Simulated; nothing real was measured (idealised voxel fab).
Herein follows the process module entitled voxel tone inversion.
Shown is cross-section cut, with a width of 255 nm and square cells of size 5 nm.
Heads up, the way a cross-section reads in here is a grid of square cells, handed over as bands from the top down, with every band being one or more rows of cells.
In this notation a band is specified by the heights of its top and bottom, in that order and in nm, after which its materials appear from left to right, each paired with its width in nm. The word "full width" attached to a single material means that material fills the band from edge to edge; the word "blank" stands for empty space.
Zero point of the height axis is 0; under it, received wafer = one material. Lowest band: continues down indefinitely, "0 and below".
When a width is written as two numbers, as in "30->40", the first number is the width in the top row of cells of the band and the second is the width in its bottom row, and the width changes by the same amount from each row to the next.
Where a step carries "nothing changed", the cross-section came out of it unchanged, cell for cell.
The list in "Closed cavities" covers empty spaces of 8 cells or more that cannot reach the top through any open way, and it gives each as width x height at distance; the distance is from the left edge, and width, height and distance are in nm.
On each step's line, the part that comes after the settings is the simulator's own comment on the step.
"overlay nm" denotes, for a step that has a mask, the displacement of the mask to the right of its planned place, with negative values corresponding to the left.
So here's the lineup of process steps we planned
- 1: RECEIVE with material Si
- 2: CONFORMAL_DEP with material SiCN, thk nm 5
- 3: DIRECTIONAL_DEP with material polySi, thk nm 15
- 4: PATTERN with tone cover, mask id POSTS, material resist, width nm 25, pitch nm 45, thk nm 20, overlay nm 0
- 5: DIRECTIONAL_ETCH with etch materials polySi, depth nm 15
- 6: STRIP with etch materials resist
- 7: FILL_DEP with material lowk, thk nm 5
- 8: CMP with height nm 20
- 9: STRIP with etch materials polySi
- 10: CONFORMAL_DEP with material TiN, thk nm 5
- 11: FILL_DEP with material Ru, thk nm 10
- 12: CMP with height nm 20
- 13: CONFORMAL_DEP with material SiCN, thk nm 5
The first of a set of two wafers, run to plan
Cross-section of the wafer upon arrival, representing the state reached after step 1
* 0 and below: Si full width
* Closed cavities: none
Step 2 complete: cross-section through the wafer
* 5 down to 0: SiCN full width
* Lower than 0, everything is as it was.
Step 3 complete: cross-section through the wafer
* 20 down to 5: polySi full width
* Lower than 5, everything is as it was.
Step 4 complete: cross-section through the wafer
* 40 down to 20: 90 blank  25 resist  20 blank  25 resist  95 blank
* Lower than 20, everything is as it was.
Step 5 complete: cross-section through the wafer
* 40 down to 20: 90 blank  25 resist  20 blank  25 resist  95 blank
* 20 down to 5: 90 blank  25 polySi  20 blank  25 polySi  95 blank
* Lower than 5, everything is as it was.
Step 6 complete: cross-section through the wafer
* 20 down to 5: 90 blank  25 polySi  20 blank  25 polySi  95 blank
* Lower than 5, everything is as it was.
Step 7 complete: cross-section through the wafer
* 25 down to 20: lowk full width
* 20 down to 5: 90 lowk  25 polySi  20 lowk  25 polySi  95 lowk
* Lower than 5, everything is as it was.
Step 8 complete: cross-section through the wafer
* 20 down to 5: 90 lowk  25 polySi  20 lowk  25 polySi  95 lowk
* Lower than 5, everything is as it was.
Step 9 complete: cross-section through the wafer
* 20 down to 5: 90 lowk  25 blank  20 lowk  25 blank  95 lowk
* Lower than 5, everything is as it was.
Step 10 complete: cross-section through the wafer
* 25 down to 20: 95 TiN  15 blank  30 TiN  15 blank  100 TiN
* 20 down to 10: 90 lowk  5 TiN  15 blank  5 TiN  20 lowk  5 TiN  15 blank  5 TiN  95 lowk
* 10 down to 5: 90 lowk  25 TiN  20 lowk  25 TiN  95 lowk
* Lower than 5, everything is as it was.
Step 11 complete: cross-section through the wafer
* 35 down to 25: Ru full width
* 25 down to 20: 95 TiN  15 Ru  30 TiN  15 Ru  100 TiN
* 20 down to 10: 90 lowk  5 TiN  15 Ru  5 TiN  20 lowk  5 TiN  15 Ru  5 TiN  95 lowk
* Lower than 10, everything is as it was.
Step 12 complete: cross-section through the wafer
* 20 down to 10: 90 lowk  5 TiN  15 Ru  5 TiN  20 lowk  5 TiN  15 Ru  5 TiN  95 lowk
* Lower than 10, everything is as it was.
Step 13 complete: cross-section through the wafer
* 25 down to 20: SiCN full width
* Lower than 20, everything is as it was.
Second wafer. Start and plan as for the first. One mistake made in running. Agrees with the first up to and including step 3
Second wafer shown in cross-section at the time step 4 was slated to end
* 40 down to 20: 95 blank  20 resist  25 blank  20 resist  95 blank
* Lower than 20, everything is as it was.
Second wafer shown in cross-section at the time step 5 was slated to end
* 40 down to 20: 95 blank  20 resist  25 blank  20 resist  95 blank
* 20 down to 5: 95 blank  20 polySi  25 blank  20 polySi  95 blank
* Lower than 5, everything is as it was.
Second wafer shown in cross-section at the time step 6 was slated to end
* 20 down to 5: 95 blank  20 polySi  25 blank  20 polySi  95 blank
* Lower than 5, everything is as it was.
Second wafer shown in cross-section at the time step 7 was slated to end
* 25 down to 20: lowk full width
* 20 down to 5: 95 lowk  20 polySi  25 lowk  20 polySi  95 lowk
* Lower than 5, everything is as it was.
Second wafer shown in cross-section at the time step 8 was slated to end
* 20 down to 5: 95 lowk  20 polySi  25 lowk  20 polySi  95 lowk
* Lower than 5, everything is as it was.
Second wafer shown in cross-section at the time step 9 was slated to end
* 20 down to 5: 95 lowk  20 blank  25 lowk  20 blank  95 lowk
* Lower than 5, everything is as it was.
Second wafer shown in cross-section at the time step 10 was slated to end
* 25 down to 20: 100 TiN  10 blank  35 TiN  10 blank  100 TiN
* 20 down to 10: 95 lowk  5 TiN  10 blank  5 TiN  25 lowk  5 TiN  10 blank  5 TiN  95 lowk
* 10 down to 5: 95 lowk  20 TiN  25 lowk  20 TiN  95 lowk
* Lower than 5, everything is as it was.
Second wafer shown in cross-section at the time step 11 was slated to end
* 35 down to 25: Ru full width
* 25 down to 20: 100 TiN  10 Ru  35 TiN  10 Ru  100 TiN
* 20 down to 10: 95 lowk  5 TiN  10 Ru  5 TiN  25 lowk  5 TiN  10 Ru  5 TiN  95 lowk
* Lower than 10, everything is as it was.
Second wafer shown in cross-section at the time step 12 was slated to end
* 20 down to 10: 95 lowk  5 TiN  10 Ru  5 TiN  25 lowk  5 TiN  10 Ru  5 TiN  95 lowk
* Lower than 10, everything is as it was.
Second wafer shown in cross-section at the time step 13 was slated to end
* 25 down to 20: SiCN full width
* Lower than 20, everything is as it was.
what went wrong: rather than as planned, step 4 actually ran as PATTERN with tone cover, mask id POSTS, material resist, width nm 20, pitch nm 45, thk nm 20, overlay nm 0
The final cell counts differ between the wafers, with the second having more or fewer of some materials than the first: Ru -4 | TiN -2 | lowk +6
